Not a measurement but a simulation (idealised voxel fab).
This section sets out a process module, namely voxel self aligned contacts.
This is section cut - it's 195 nm across, gridded in 5 nm square cells.
Bands, listed from the top down, are how a cross-section gets written in this document; the cross-section itself is a grid of square cells, and a band is one or more rows of them.
Band: top height; bottom height; in nm. Then, left to right: material with width in nm, for each material. "everywhere": a single material spanning edge to edge. "blank": empty space.
Height 0 is the level under which the wafer as received is all one material. The lowest band goes on downwards, as in "top 0, no bottom".
Width spec "30 to 40" -> top row of cells at first value, bottom row at second value, equal per-row change in between.
It should be understood that the words "nothing different", when stated for a given step, signify that the cross-section underwent no change in any of its cells during that step.
Closed empty spaces (no open way to the top) of 8 cells or more are what "Voids, fully enclosed" lists, each as width x height at distance from the left edge, nm for all three.
Past the settings on a step's line: simulator remark, on that step.
What "overlay nm" on a step's line means: if the step has a mask, that mask lay this far to the right of its planned place, or, when the value is negative, to the left.

**The planned process steps are enumerated hereunder**
- 1: RECEIVE with material Si
- 2: CONFORMAL_DEP with material SiO2, thk nm 5
- 3: DIRECTIONAL_DEP with material polySi, thk nm 30
- 4: DIRECTIONAL_DEP with material SiN, thk nm 15
- 5: PATTERN with tone cover, mask id GATE, material resist, width nm 30, pitch nm 65, thk nm 15, overlay nm 0
- 6: DIRECTIONAL_ETCH with etch materials SiN, depth nm 15
- 7: DIRECTIONAL_ETCH with etch materials polySi, depth nm 30
- 8: STRIP with etch materials resist
- 9: CONFORMAL_DEP with material SiN, thk nm 5
- 10: DIRECTIONAL_ETCH with etch materials SiN, depth nm 5
- 11: FILL_DEP with material SiO2, thk nm 15
- 12: CMP with height nm 60
- 13: MASKED_ETCH with tone open, mask id CONTACT, width nm 45, pitch nm 65, etch materials SiO2, depth nm 60, overlay nm 0
- 14: CONFORMAL_DEP with material TiN, thk nm 5
- 15: FILL_DEP with material Ru, thk nm 5
- 16: CMP with height nm 60
- 17: CONFORMAL_DEP with material SiCN, thk nm 5

**So, the first of our two wafers, run just as we planned it**

**Received-state cross-section, reflecting completion of step 1**
* top 0, no bottom | Si everywhere
* Voids, fully enclosed: none

**Cross-section: wafer state after step 2**
* top 5, bottom 0 | SiO2 everywhere
* Anything lower than 0 is untouched.

**Cross-section: wafer state after step 3**
* top 35, bottom 5 | polySi everywhere
* Anything lower than 5 is untouched.

**Cross-section: wafer state after step 4**
* top 50, bottom 35 | SiN everywhere
* Anything lower than 35 is untouched.

**Cross-section: wafer state after step 5**
* top 65, bottom 50 | blank=15, then resist=30, then blank=35, then resist=30, then blank=35, then resist=30, then blank=20
* Anything lower than 50 is untouched.

**Cross-section: wafer state after step 6**
* top 65, bottom 50 | blank=15, then resist=30, then blank=35, then resist=30, then blank=35, then resist=30, then blank=20
* top 50, bottom 35 | blank=15, then SiN=30, then blank=35, then SiN=30, then blank=35, then SiN=30, then blank=20
* Anything lower than 35 is untouched.

**Cross-section: wafer state after step 7**
* top 65, bottom 50 | blank=15, then resist=30, then blank=35, then resist=30, then blank=35, then resist=30, then blank=20
* top 50, bottom 35 | blank=15, then SiN=30, then blank=35, then SiN=30, then blank=35, then SiN=30, then blank=20
* top 35, bottom 5 | blank=15, then polySi=30, then blank=35, then polySi=30, then blank=35, then polySi=30, then blank=20
* Anything lower than 5 is untouched.

**Cross-section: wafer state after step 8**
* top 50, bottom 35 | blank=15, then SiN=30, then blank=35, then SiN=30, then blank=35, then SiN=30, then blank=20
* Anything lower than 35 is untouched.

**Cross-section: wafer state after step 9**
* top 55, bottom 35 | blank=10, then SiN=40, then blank=25, then SiN=40, then blank=25, then SiN=40, then blank=15
* top 35, bottom 10 | blank=10, then SiN=5, then polySi=30, then SiN=5, then blank=25, then SiN=5, then polySi=30, then SiN=5, then blank=25, then SiN=5, then polySi=30, then SiN=5, then blank=15
* top 10, bottom 5 | SiN=15, then polySi=30, then SiN=35, then polySi=30, then SiN=35, then polySi=30, then SiN=20
* Anything lower than 5 is untouched.

**Cross-section: wafer state after step 10**
* top 50, bottom 35 | blank=10, then SiN=40, then blank=25, then SiN=40, then blank=25, then SiN=40, then blank=15
* top 35, bottom 5 | blank=10, then SiN=5, then polySi=30, then SiN=5, then blank=25, then SiN=5, then polySi=30, then SiN=5, then blank=25, then SiN=5, then polySi=30, then SiN=5, then blank=15
* Anything lower than 5 is untouched.

**Cross-section: wafer state after step 11**
* top 65, bottom 50 | SiO2 everywhere
* top 50, bottom 35 | SiO2=10, then SiN=40, then SiO2=25, then SiN=40, then SiO2=25, then SiN=40, then SiO2=15
* top 35, bottom 5 | SiO2=10, then SiN=5, then polySi=30, then SiN=5, then SiO2=25, then SiN=5, then polySi=30, then SiN=5, then SiO2=25, then SiN=5, then polySi=30, then SiN=5, then SiO2=15
* Anything lower than 5 is untouched.

**Cross-section: wafer state after step 12**
* top 60, bottom 50 | SiO2 everywhere
* Anything lower than 50 is untouched.

**Cross-section: wafer state after step 13**
* top 60, bottom 50 | SiO2=40, then blank=45, then SiO2=20, then blank=45, then SiO2=45
* top 50, bottom 35 | SiO2=10, then SiN=40, then blank=25, then SiN=40, then blank=25, then SiN=40, then SiO2=15
* top 35, bottom 5 | SiO2=10, then SiN=5, then polySi=30, then SiN=5, then blank=25, then SiN=5, then polySi=30, then SiN=5, then blank=25, then SiN=5, then polySi=30, then SiN=5, then SiO2=15
* top 5, bottom 0 | SiO2=50, then blank=25, then SiO2=40, then blank=25, then SiO2=55
* Anything lower than 0 is untouched.

**Cross-section: wafer state after step 14**
* top 65, bottom 60 | TiN=45, then blank=35, then TiN=30, then blank=35, then TiN=50
* top 60, bottom 50 | SiO2=40, then TiN=5 to 15, then blank=35 to 15, then TiN=5 to 15, then SiO2=20, then TiN=5 to 15, then blank=35 to 15, then TiN=5 to 15, then SiO2=45
* top 50, bottom 35 | SiO2=10, then SiN=40, then TiN=5, then blank=15, then TiN=5, then SiN=40, then TiN=5, then blank=15, then TiN=5, then SiN=40, then SiO2=15
* top 35, bottom 5 | SiO2=10, then SiN=5, then polySi=30, then SiN=5, then TiN=5, then blank=15, then TiN=5, then SiN=5, then polySi=30, then SiN=5, then TiN=5, then blank=15, then TiN=5, then SiN=5, then polySi=30, then SiN=5, then SiO2=15
* top 5, bottom 0 | SiO2=50, then TiN=25, then SiO2=40, then TiN=25, then SiO2=55
* Anything lower than 0 is untouched.

**Cross-section: wafer state after step 15**
* top 70, bottom 65 | Ru everywhere
* top 65, bottom 60 | TiN=45, then Ru=35, then TiN=30, then Ru=35, then TiN=50
* top 60, bottom 50 | SiO2=40, then TiN=5 to 15, then Ru=35 to 15, then TiN=5 to 15, then SiO2=20, then TiN=5 to 15, then Ru=35 to 15, then TiN=5 to 15, then SiO2=45
* top 50, bottom 35 | SiO2=10, then SiN=40, then TiN=5, then Ru=15, then TiN=5, then SiN=40, then TiN=5, then Ru=15, then TiN=5, then SiN=40, then SiO2=15
* top 35, bottom 5 | SiO2=10, then SiN=5, then polySi=30, then SiN=5, then TiN=5, then Ru=15, then TiN=5, then SiN=5, then polySi=30, then SiN=5, then TiN=5, then Ru=15, then TiN=5, then SiN=5, then polySi=30, then SiN=5, then SiO2=15
* Anything lower than 5 is untouched.

**Cross-section: wafer state after step 16**
* top 60, bottom 50 | SiO2=40, then TiN=5 to 15, then Ru=35 to 15, then TiN=5 to 15, then SiO2=20, then TiN=5 to 15, then Ru=35 to 15, then TiN=5 to 15, then SiO2=45
* Anything lower than 50 is untouched.

**Cross-section: wafer state after step 17**
* top 65, bottom 60 | SiCN everywhere
* Anything lower than 60 is untouched.

**For the second wafer, take the first wafer's start and plan, then add one mistake made in running it; everything through step 12, that step included, is shared with the first**

**Planned end of step 13: second wafer, cross-section**
* top 60, bottom 50 | SiO2=45, then blank=35, then SiO2=30, then blank=35, then SiO2=50
* top 50, bottom 35 | SiO2=10, then SiN=40, then blank=25, then SiN=40, then blank=25, then SiN=40, then SiO2=15
* top 35, bottom 5 | SiO2=10, then SiN=5, then polySi=30, then SiN=5, then blank=25, then SiN=5, then polySi=30, then SiN=5, then blank=25, then SiN=5, then polySi=30, then SiN=5, then SiO2=15
* top 5, bottom 0 | SiO2=50, then blank=25, then SiO2=40, then blank=25, then SiO2=55
* Anything lower than 0 is untouched.

**Planned end of step 14: second wafer, cross-section**
* top 65, bottom 60 | TiN=50, then blank=25, then TiN=40, then blank=25, then TiN=55
* top 60, bottom 50 | SiO2=45, then TiN=5 to 10, then blank=25 to 15, then TiN=5 to 10, then SiO2=30, then TiN=5 to 10, then blank=25 to 15, then TiN=5 to 10, then SiO2=50
* top 50, bottom 35 | SiO2=10, then SiN=40, then TiN=5, then blank=15, then TiN=5, then SiN=40, then TiN=5, then blank=15, then TiN=5, then SiN=40, then SiO2=15
* top 35, bottom 5 | SiO2=10, then SiN=5, then polySi=30, then SiN=5, then TiN=5, then blank=15, then TiN=5, then SiN=5, then polySi=30, then SiN=5, then TiN=5, then blank=15, then TiN=5, then SiN=5, then polySi=30, then SiN=5, then SiO2=15
* top 5, bottom 0 | SiO2=50, then TiN=25, then SiO2=40, then TiN=25, then SiO2=55
* Anything lower than 0 is untouched.

**Planned end of step 15: second wafer, cross-section**
* top 70, bottom 65 | Ru everywhere
* top 65, bottom 60 | TiN=50, then Ru=25, then TiN=40, then Ru=25, then TiN=55
* top 60, bottom 50 | SiO2=45, then TiN=5 to 10, then Ru=25 to 15, then TiN=5 to 10, then SiO2=30, then TiN=5 to 10, then Ru=25 to 15, then TiN=5 to 10, then SiO2=50
* top 50, bottom 35 | SiO2=10, then SiN=40, then TiN=5, then Ru=15, then TiN=5, then SiN=40, then TiN=5, then Ru=15, then TiN=5, then SiN=40, then SiO2=15
* top 35, bottom 5 | SiO2=10, then SiN=5, then polySi=30, then SiN=5, then TiN=5, then Ru=15, then TiN=5, then SiN=5, then polySi=30, then SiN=5, then TiN=5, then Ru=15, then TiN=5, then SiN=5, then polySi=30, then SiN=5, then SiO2=15
* Anything lower than 5 is untouched.

**Planned end of step 16: second wafer, cross-section**
* top 60, bottom 50 | SiO2=45, then TiN=5 to 10, then Ru=25 to 15, then TiN=5 to 10, then SiO2=30, then TiN=5 to 10, then Ru=25 to 15, then TiN=5 to 10, then SiO2=50
* Anything lower than 50 is untouched.

**Planned end of step 17: second wafer, cross-section**
* top 65, bottom 60 | SiCN everywhere
* Anything lower than 60 is untouched.
Diagnosis: not per plan at step 13, really ran MASKED_ETCH with tone open, mask id CONTACT, width nm 35, pitch nm 65, etch materials SiO2, depth nm 60, overlay nm 0
Counted in cells at the end, the second wafer holds more or fewer of these materials than the first: Ru -4, SiO2 +8, TiN -4
